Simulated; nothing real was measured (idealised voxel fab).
Documented hereafter: the process module known as voxel wiring stack.
Square cell edge 5 nm, section width 280 nm, ID cut.
For the purposes of this document, a cross-section shall be understood as a grid of square cells, specified as bands listed in top-to-bottom order, each band consisting of one or more rows of cells. In this notation a band is specified by the heights of its top and bottom, in that order and in nm, after which its materials appear from left to right, each paired with its width in nm. The word "all across" attached to a single material means that material fills the band from edge to edge; the word "blank" stands for empty space. Note: height 0 marks the level under which the wafer is uniformly one material as received. Lowest band unbounded below, written "0 and below". With a width like "30..40", each row of cells in the band differs from the next by the same amount, the top row carrying the first number and the bottom row the second. "nothing altered" for a step: no cell of the cross-section changed in that step. Empty spaces without an open route to the top, at least 8 cells in extent, make up the entry "Sealed void listing"; each is given as width x height at distance, where the distance is measured from the left edge, and all are in nm. It should be noted that, on the line of a given step, the content following the step's settings is a remark produced by the simulator itself with respect to that step. overlay nm: step with mask; distance mask lay right of planned place; negative value = left of planned place.

Here's what the planned process steps look like
1,RECEIVE: material Si
2,CONFORMAL_DEP: material SiO2, thk nm 10
3,DIRECTIONAL_DEP: material TiN, thk nm 5
4,DIRECTIONAL_DEP: material W, thk nm 15
5,MASKED_ETCH: tone cover, mask id METAL_1, width nm 25, pitch nm 40, etch materials W, depth nm 15, overlay nm 0
6,MASKED_ETCH: tone cover, mask id METAL_1, width nm 25, pitch nm 40, etch materials TiN, depth nm 5, overlay nm 0
7,CONFORMAL_DEP: material SiCN, thk nm 5
8,FILL_DEP: material SiO2, thk nm 5
9,CMP: height nm 30
10,CONFORMAL_DEP: material SiCN, thk nm 5
11,DIRECTIONAL_DEP: material SiO2, thk nm 20
12,DIRECTIONAL_DEP: material aC, thk nm 15
13,PATTERN: tone open, mask id PLUG_1, material resist, width nm 15, pitch nm 40, thk nm 35, overlay nm 0
14,DIRECTIONAL_ETCH: etch materials aC, depth nm 15
15,STRIP: etch materials resist
16,DIRECTIONAL_ETCH: etch materials SiO2, depth nm 20
17,DIRECTIONAL_ETCH: etch materials SiCN, depth nm 5
18,STRIP: etch materials aC
19,CONFORMAL_DEP: material TiN, thk nm 5
20,FILL_DEP: material Cu, thk nm 5
21,CMP: height nm 55
22,DIRECTIONAL_DEP: material TiN, thk nm 5
23,DIRECTIONAL_DEP: material W, thk nm 15
24,DIRECTIONAL_DEP: material aC, thk nm 15
25,PATTERN: tone cover, mask id METAL_2, material resist, width nm 25, pitch nm 40, thk nm 35, overlay nm 0
26,DIRECTIONAL_ETCH: etch materials aC, depth nm 15
27,STRIP: etch materials resist
28,DIRECTIONAL_ETCH: etch materials W, depth nm 15
29,DIRECTIONAL_ETCH: etch materials TiN, depth nm 5
30,STRIP: etch materials aC
31,CONFORMAL_DEP: material SiN, thk nm 5
32,FILL_DEP: material SiO2, thk nm 5
33,CMP: height nm 75
34,CONFORMAL_DEP: material SiCN, thk nm 5
35,DIRECTIONAL_DEP: material lowk, thk nm 30
36,MASKED_ETCH: tone open, mask id METAL_3, width nm 25, pitch nm 40, etch materials lowk, depth nm 20, overlay nm 0
37,DIRECTIONAL_DEP: material aC, thk nm 15
38,PATTERN: tone open, mask id METAL_3_HOLES, material resist, width nm 15, pitch nm 40, thk nm 35, overlay nm 0
39,DIRECTIONAL_ETCH: etch materials aC, depth nm 15
40,STRIP: etch materials resist
41,DIRECTIONAL_ETCH: etch materials lowk, depth nm 10
42,DIRECTIONAL_ETCH: etch materials SiCN, depth nm 5
43,STRIP: etch materials aC
44,CONFORMAL_DEP: material TiN, thk nm 5
45,FILL_DEP: material Cu, thk nm 10
46,CMP: height nm 110
47,CONFORMAL_DEP: material SiCN, thk nm 5
48,DIRECTIONAL_DEP: material SiO2, thk nm 15
49,DIRECTIONAL_DEP: material aC, thk nm 15
50,PATTERN: tone open, mask id PLUG_3, material resist, width nm 15, thk nm 30, overlay nm 0
51,DIRECTIONAL_ETCH: etch materials aC, depth nm 15
52,STRIP: etch materials resist
53,DIRECTIONAL_ETCH: etch materials SiO2, depth nm 15
54,DIRECTIONAL_ETCH: etch materials SiCN, depth nm 5
55,STRIP: etch materials aC
56,CONFORMAL_DEP: material TiN, thk nm 5
57,FILL_DEP: material Ru, thk nm 5
58,CMP: height nm 130
59,DIRECTIONAL_DEP: material TiN, thk nm 5
60,DIRECTIONAL_DEP: material Ru, thk nm 25
61,DIRECTIONAL_DEP: material aC, thk nm 10
62,PATTERN: tone cover, mask id METAL_4, material resist, width nm 25, pitch nm 40, thk nm 25, overlay nm 0
63,DIRECTIONAL_ETCH: etch materials aC, depth nm 10
64,STRIP: etch materials resist
65,DIRECTIONAL_ETCH: etch materials Ru, depth nm 25
66,DIRECTIONAL_ETCH: etch materials TiN, depth nm 5
67,STRIP: etch materials aC
68,CONFORMAL_DEP: material SiN, thk nm 5
69,FILL_DEP: material lowk, thk nm 10
70,CMP: height nm 160
71,CONFORMAL_DEP: material SiCN, thk nm 5

as received, after step 1
* 0 and below | Si all across
* Sealed void listing: none

Here's the cross-section of the first of our two wafers at the end of the module - it ran as planned
* 165 down to 160 | SiCN all across
* 160 down to 135 | lowk (100), SiN (5), Ru (25), SiN (5), lowk (5), SiN (5), Ru (25), SiN (5), lowk (105)
* 135 down to 130 | SiN (105), TiN (25), SiN (15), TiN (25), SiN (110)
* 130 down to 115 | SiO2 (105), TiN (5), Ru (5), TiN (5), SiO2 (160)
* 115 down to 110 | SiCN (105), TiN (15), SiCN (160)
* 110 down to 95 | lowk (105), TiN (5), Cu (15), TiN (5), lowk (15), TiN (5), Cu (15), TiN (5), lowk (110)
* 95 down to 90 | lowk (105), TiN (5), Cu (5), TiN (15), lowk (15), TiN (5), Cu (5), TiN (15), lowk (110)
* 90 down to 80 | lowk (105), TiN (5), Cu (5), TiN (5), lowk (25), TiN (5), Cu (5), TiN (5), lowk (120)
* 80 down to 75 | SiCN (105), TiN (15), SiCN (25), TiN (15), SiCN (120)
* 75 down to 60 | SiO2 (100), SiN (5), W (25), SiN (5), SiO2 (5), SiN (5), W (25), SiN (5), SiO2 (105)
* 60 down to 55 | SiN (105), TiN (25), SiN (15), TiN (25), SiN (110)
* 55 down to 35 | SiO2 (105), TiN (5), Cu (5), TiN (5), SiO2 (25), TiN (5), Cu (5), TiN (5), SiO2 (120)
* 35 down to 30 | SiCN (105), TiN (15), SiCN (25), TiN (15), SiCN (120)
* 30 down to 15 | SiO2 (100), SiCN (5), W (25), SiCN (5), SiO2 (5), SiCN (5), W (25), SiCN (5), SiO2 (105)
* 15 down to 10 | SiCN (105), TiN (25), SiCN (15), TiN (25), SiCN (110)
* 10 down to 0 | SiO2 all across
* 0 and below | Si all across
* Sealed void listing: none

Wafer two, end of module, cross-section. Same start, same plan as wafer one. One mistake in the run
* 165 down to 160 | SiCN all across
* 160 down to 135 | lowk (100), SiN (5), Ru (25), SiN (5), lowk (5), SiN (5), Ru (25), SiN (5), lowk (105)
* 135 down to 130 | SiN (105), TiN (25), SiN (15), TiN (25), SiN (110)
* 130 down to 115 | SiO2 (105), TiN (5), Ru (5), TiN (5), SiO2 (160)
* 115 down to 110 | SiCN (105), TiN (15), SiCN (160)
* 110 down to 100 | lowk (105), TiN (5..10), Cu (15..10), TiN (5), lowk (15), TiN (5..10), Cu (15..10), TiN (5), lowk (110)
* 100 down to 95 | lowk (110), TiN (5), Cu (10), TiN (5), lowk (20), TiN (5), Cu (10), TiN (5), lowk (110)
* 95 down to 90 | lowk (110), TiN (20), lowk (20), TiN (20), lowk (110)
* 90 down to 80 | lowk (110), TiN (10), lowk (30), TiN (10), lowk (120)
* 80 down to 75 | SiCN (110), TiN (10), SiCN (30), TiN (10), SiCN (120)
* 75 down to 60 | SiO2 (100), SiN (5), W (25), SiN (5), SiO2 (5), SiN (5), W (25), SiN (5), SiO2 (105)
* 60 down to 55 | SiN (105), TiN (25), SiN (15), TiN (25), SiN (110)
* 55 down to 35 | SiO2 (105), TiN (5), Cu (5), TiN (5), SiO2 (25), TiN (5), Cu (5), TiN (5), SiO2 (120)
* 35 down to 30 | SiCN (105), TiN (15), SiCN (25), TiN (15), SiCN (120)
* 30 down to 15 | SiO2 (100), SiCN (5), W (25), SiCN (5), SiO2 (5), SiCN (5), W (25), SiCN (5), SiO2 (105)
* 15 down to 10 | SiCN (105), TiN (25), SiCN (15), TiN (25), SiCN (110)
* 10 down to 0 | SiO2 all across
* 0 and below | Si all across
* Sealed void listing: none
Deviation from plan: step 36 deviated from plan and actually ran as MASKED_ETCH: tone open, mask id METAL_3, width nm 20, pitch nm 40, etch materials lowk, depth nm 20, overlay nm 0
Counted in cells at the end, the second wafer holds more or fewer of these materials than the first: -10 Cu | +2 SiCN | +8 lowk
